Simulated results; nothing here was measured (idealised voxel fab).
process module | voxel transistor to metal
cross-section cut | 205 nm wide | cells 5 nm
A cross-section is a grid of square cells, given in bands from the top down. A band is one or more rows of cells.
Each band's line starts with the height of the band's top and of its bottom, in nm. Then come its materials from left to right, each with its width in nm. One material with "throughout" fills the band from edge to edge. "air" is empty space.
Height 0 is the level under which the wafer as received is all one material. The lowest band goes on downwards, as in "0 down".
A width such as "30 to 40" changes by the same amount from each row of cells to the next, from the band's top row to its bottom row.
"no change" after a step means that no cell of the cross-section changed.
closed voids: empty space of 8 cells or more with no open way to the top, each as width x height at its distance from the left edge, in nm
after a step's settings: what the simulator itself notes on the step
overlay nm, on a step with a mask: how far to the right of its planned place the mask lay; to the left if negative
plan
1 op RECEIVE | material Si
2 op OXIDIZE | depth nm 5
3 op CONFORMAL_DEP | material SiN | thk nm 15
4 op DIRECTIONAL_DEP | material aC | thk nm 10
5 op PATTERN | tone cover | mask id ACTIVE | material resist | width nm 105 | thk nm 30 | overlay nm 0
6 op DIRECTIONAL_ETCH | etch materials aC | depth nm 10
7 op STRIP | etch materials resist
8 op DIRECTIONAL_ETCH | etch materials SiN | depth nm 15
9 op DIRECTIONAL_ETCH | etch materials SiO2 | depth nm 5
10 op DIRECTIONAL_ETCH | etch materials Si | depth nm 35
11 op STRIP | etch materials aC
12 op FILL_DEP | material SiO2 | thk nm 15
13 op CMP | height nm 15
14 op SELECTIVE_ETCH | etch materials SiO2 | depth nm 5
15 op STRIP | etch materials SiN
16 op SELECTIVE_ETCH | etch materials SiO2 | depth nm 5
17 op OXIDIZE | depth nm 5
18 op DIRECTIONAL_DEP | material polySi | thk nm 25
19 op DIRECTIONAL_DEP | material SiCN | thk nm 15
20 op MASKED_ETCH | tone cover | mask id GATE | width nm 25 | etch materials SiCN | depth nm 25 | overlay nm 0
21 op MASKED_ETCH | tone cover | mask id GATE | width nm 25 | etch materials polySi | depth nm 35 | overlay nm 0
22 op CONFORMAL_DEP | material SiN | thk nm 5
23 op DIRECTIONAL_ETCH | etch materials SiN | depth nm 5
24 op DIRECTIONAL_ETCH | etch materials SiO2 | depth nm 5
25 op EPI | material SiGe | thk nm 5
26 op FILL_DEP | material SiO2 | thk nm 5
27 op CMP | height nm 35
28 op DIRECTIONAL_DEP | material SiO2 | thk nm 10
29 op MASKED_ETCH | tone open | mask id CONTACT | width nm 30 | pitch nm 65 | etch materials SiO2 | depth nm 50 | overlay nm 0
30 op CONFORMAL_DEP | material TiN | thk nm 5
31 op FILL_DEP | material W | thk nm 5
32 op CMP | height nm 45
33 op DIRECTIONAL_DEP | material TiN | thk nm 5
34 op DIRECTIONAL_DEP | material W | thk nm 25
35 op MASKED_ETCH | tone cover | mask id METAL_1 | width nm 15 | pitch nm 80 | etch materials W | depth nm 25 | overlay nm 0
36 op MASKED_ETCH | tone cover | mask id METAL_1 | width nm 15 | pitch nm 80 | etch materials TiN | depth nm 5 | overlay nm 0
37 op FILL_DEP | material lowk | thk nm 5
38 op CMP | height nm 75
39 op CONFORMAL_DEP | material SiCN | thk nm 5
40 op DIRECTIONAL_DEP | material lowk | thk nm 25
41 op DIRECTIONAL_DEP | material aC | thk nm 15
42 op PATTERN | tone open | mask id METAL_2 | material resist | width nm 15 | pitch nm 80 | thk nm 30 | overlay nm 0
43 op DIRECTIONAL_ETCH | etch materials aC | depth nm 15
44 op STRIP | etch materials resist
45 op DIRECTIONAL_ETCH | etch materials lowk | depth nm 15
46 op STRIP | etch materials aC
47 op DIRECTIONAL_DEP | material aC | thk nm 10
48 op PATTERN | tone open | mask id METAL_2_HOLES | material resist | width nm 15 | pitch nm 80 | thk nm 30 | overlay nm 0
49 op DIRECTIONAL_ETCH | etch materials aC | depth nm 10
50 op STRIP | etch materials resist
51 op DIRECTIONAL_ETCH | etch materials lowk | depth nm 10
52 op DIRECTIONAL_ETCH | etch materials SiCN | depth nm 5
53 op STRIP | etch materials aC
54 op CONFORMAL_DEP | material TiN | thk nm 5
55 op FILL_DEP | material Cu | thk nm 5
56 op CMP | height nm 105
57 op CONFORMAL_DEP | material SiCN | thk nm 5
as received, after step 1
  0 down: Si throughout
  closed voids: none
a wafer at the end: this start, this plan, one mistake
  110 to 105: SiCN throughout
  105 to 80: lowk 55 | TiN 5 | Cu 5 | TiN 5 | lowk 65 | TiN 5 | Cu 5 | TiN 5 | lowk 55
  80 to 75: SiCN 55 | TiN 15 | SiCN 65 | TiN 15 | SiCN 55
  75 to 50: W 55 | lowk 15 | W 65 | lowk 15 | W 55
  50 to 45: TiN throughout
  45 to 35: SiO2 55 | TiN 5 | W 20 | TiN 5 | SiO2 35 | TiN 5 | W 20 | TiN 5 | SiO2 55
  35 to 20: SiO2 55 | TiN 5 | W 20 | TiN 5 | SiN 5 | SiCN 25 | SiN 5 | TiN 5 | W 20 | TiN 5 | SiO2 55
  20 to 5: SiO2 55 | TiN 5 | W 20 | TiN 5 | SiN 5 | polySi 25 | SiN 5 | TiN 5 | W 20 | TiN 5 | SiO2 55
  5 to 0: SiO2 45 | SiN 5 | SiO2 5 | TiN 5 | W 20 | TiN 5 | SiN 5 | polySi 25 | SiN 5 | TiN 5 | W 20 | TiN 5 | SiO2 5 | SiN 5 | SiO2 45
  0 to -5: SiO2 45 | SiN 5 | SiO2 5 | TiN 30 | SiN 5 | polySi 25 | SiN 5 | TiN 30 | SiO2 5 | SiN 5 | SiO2 45
  -5 to -10: SiO2 50 | SiGe 35 | SiO2 35 | SiGe 35 | SiO2 50
  -10 to -40: SiO2 50 | Si 105 | SiO2 50
  -40 down: Si throughout
  closed voids: none
what went wrong: step 35 ran as: op MASKED_ETCH | tone open | mask id METAL_1 | width nm 15 | pitch nm 80 | etch materials W | depth nm 25 | overlay nm 0
